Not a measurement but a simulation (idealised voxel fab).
process module | voxel plated lines
cross-section cut | 225 nm wide | cells 5 nm
A cross-section is a grid of square cells, given in bands from the top down. A band is one or more rows of cells.
Each band's line starts with the height of the band's top and of its bottom, in nm. Then come its materials from left to right, each with its width in nm. One material with "throughout" fills the band from edge to edge. "air" is empty space.
Height 0 is the level under which the wafer as received is all one material. The lowest band goes on downwards, as in "0 down".
A width such as "30 to 40" changes by the same amount from each row of cells to the next, from the band's top row to its bottom row.
"no change" after a step means that no cell of the cross-section changed.
closed voids: empty space of 8 cells or more with no open way to the top, each as width x height at its distance from the left edge, in nm
after a step's settings: what the simulator itself notes on the step
overlay nm, on a step with a mask: how far to the right of its planned place the mask lay; to the left if negative
plan
1 op RECEIVE | material Si
2 op CONFORMAL_DEP | material Al2O3 | thk nm 15
3 op DIRECTIONAL_DEP | material TiN | thk nm 5
4 op PATTERN | tone open | mask id LINES | material resist | width nm 30 | pitch nm 55 | thk nm 30 | overlay nm 0
5 op EPI | material Ru | thk nm 5
6 op EPI | material Ru | thk nm 5
7 op STRIP | etch materials resist
8 op DIRECTIONAL_ETCH | etch materials TiN | depth nm 5
9 op CONFORMAL_DEP | material SiO2 | thk nm 10
first wafer, as planned
as received, after step 1
  0 down: Si throughout
  closed voids: none
after step 2
  15 to 0: Al2O3 throughout
  below 0: unchanged
after step 3
  20 to 15: TiN throughout
  below 15: unchanged
after step 4
  50 to 20: resist 15 | air 30 | resist 25 | air 30 | resist 25 | air 30 | resist 25 | air 30 | resist 15
  below 20: unchanged
after step 5
  50 to 25: resist 15 | air 30 | resist 25 | air 30 | resist 25 | air 30 | resist 25 | air 30 | resist 15
  25 to 20: resist 15 | Ru 30 | resist 25 | Ru 30 | resist 25 | Ru 30 | resist 25 | Ru 30 | resist 15
  below 20: unchanged
after step 6
  50 to 30: resist 15 | air 30 | resist 25 | air 30 | resist 25 | air 30 | resist 25 | air 30 | resist 15
  30 to 20: resist 15 | Ru 30 | resist 25 | Ru 30 | resist 25 | Ru 30 | resist 25 | Ru 30 | resist 15
  below 20: unchanged
after step 7
  30 to 20: air 15 | Ru 30 | air 25 | Ru 30 | air 25 | Ru 30 | air 25 | Ru 30 | air 15
  below 20: unchanged
after step 8
  30 to 20: air 15 | Ru 30 | air 25 | Ru 30 | air 25 | Ru 30 | air 25 | Ru 30 | air 15
  20 to 15: air 15 | TiN 30 | air 25 | TiN 30 | air 25 | TiN 30 | air 25 | TiN 30 | air 15
  below 15: unchanged
after step 9
  40 to 30: air 5 | SiO2 50 | air 5 | SiO2 50 | air 5 | SiO2 50 | air 5 | SiO2 50 | air 5
  30 to 25: air 5 | SiO2 10 | Ru 30 | SiO2 10 | air 5 | SiO2 10 | Ru 30 | SiO2 10 | air 5 | SiO2 10 | Ru 30 | SiO2 10 | air 5 | SiO2 10 | Ru 30 | SiO2 10 | air 5
  25 to 20: SiO2 15 | Ru 30 | SiO2 25 | Ru 30 | SiO2 25 | Ru 30 | SiO2 25 | Ru 30 | SiO2 15
  20 to 15: SiO2 15 | TiN 30 | SiO2 25 | TiN 30 | SiO2 25 | TiN 30 | SiO2 25 | TiN 30 | SiO2 15
  below 15: unchanged
second wafer: like start, like plan, one mistake. Through step 1 it matches the first wafer
when step 2 should have ended
  30 to 0: Al2O3 throughout
  below 0: unchanged
when step 3 should have ended
  35 to 30: TiN throughout
  below 30: unchanged
when step 4 should have ended
  65 to 35: resist 15 | air 30 | resist 25 | air 30 | resist 25 | air 30 | resist 25 | air 30 | resist 15
  below 35: unchanged
when step 5 should have ended
  65 to 40: resist 15 | air 30 | resist 25 | air 30 | resist 25 | air 30 | resist 25 | air 30 | resist 15
  40 to 35: resist 15 | Ru 30 | resist 25 | Ru 30 | resist 25 | Ru 30 | resist 25 | Ru 30 | resist 15
  below 35: unchanged
when step 6 should have ended
  65 to 45: resist 15 | air 30 | resist 25 | air 30 | resist 25 | air 30 | resist 25 | air 30 | resist 15
  45 to 35: resist 15 | Ru 30 | resist 25 | Ru 30 | resist 25 | Ru 30 | resist 25 | Ru 30 | resist 15
  below 35: unchanged
when step 7 should have ended
  45 to 35: air 15 | Ru 30 | air 25 | Ru 30 | air 25 | Ru 30 | air 25 | Ru 30 | air 15
  below 35: unchanged
when step 8 should have ended
  45 to 35: air 15 | Ru 30 | air 25 | Ru 30 | air 25 | Ru 30 | air 25 | Ru 30 | air 15
  35 to 30: air 15 | TiN 30 | air 25 | TiN 30 | air 25 | TiN 30 | air 25 | TiN 30 | air 15
  below 30: unchanged
when step 9 should have ended
  55 to 45: air 5 | SiO2 50 | air 5 | SiO2 50 | air 5 | SiO2 50 | air 5 | SiO2 50 | air 5
  45 to 40: air 5 | SiO2 10 | Ru 30 | SiO2 10 | air 5 | SiO2 10 | Ru 30 | SiO2 10 | air 5 | SiO2 10 | Ru 30 | SiO2 10 | air 5 | SiO2 10 | Ru 30 | SiO2 10 | air 5
  40 to 35: SiO2 15 | Ru 30 | SiO2 25 | Ru 30 | SiO2 25 | Ru 30 | SiO2 25 | Ru 30 | SiO2 15
  35 to 30: SiO2 15 | TiN 30 | SiO2 25 | TiN 30 | SiO2 25 | TiN 30 | SiO2 25 | TiN 30 | SiO2 15
  below 30: unchanged
what went wrong: step 2 was run twice
at the end the second wafer has, in cells: 135 more of Al2O3
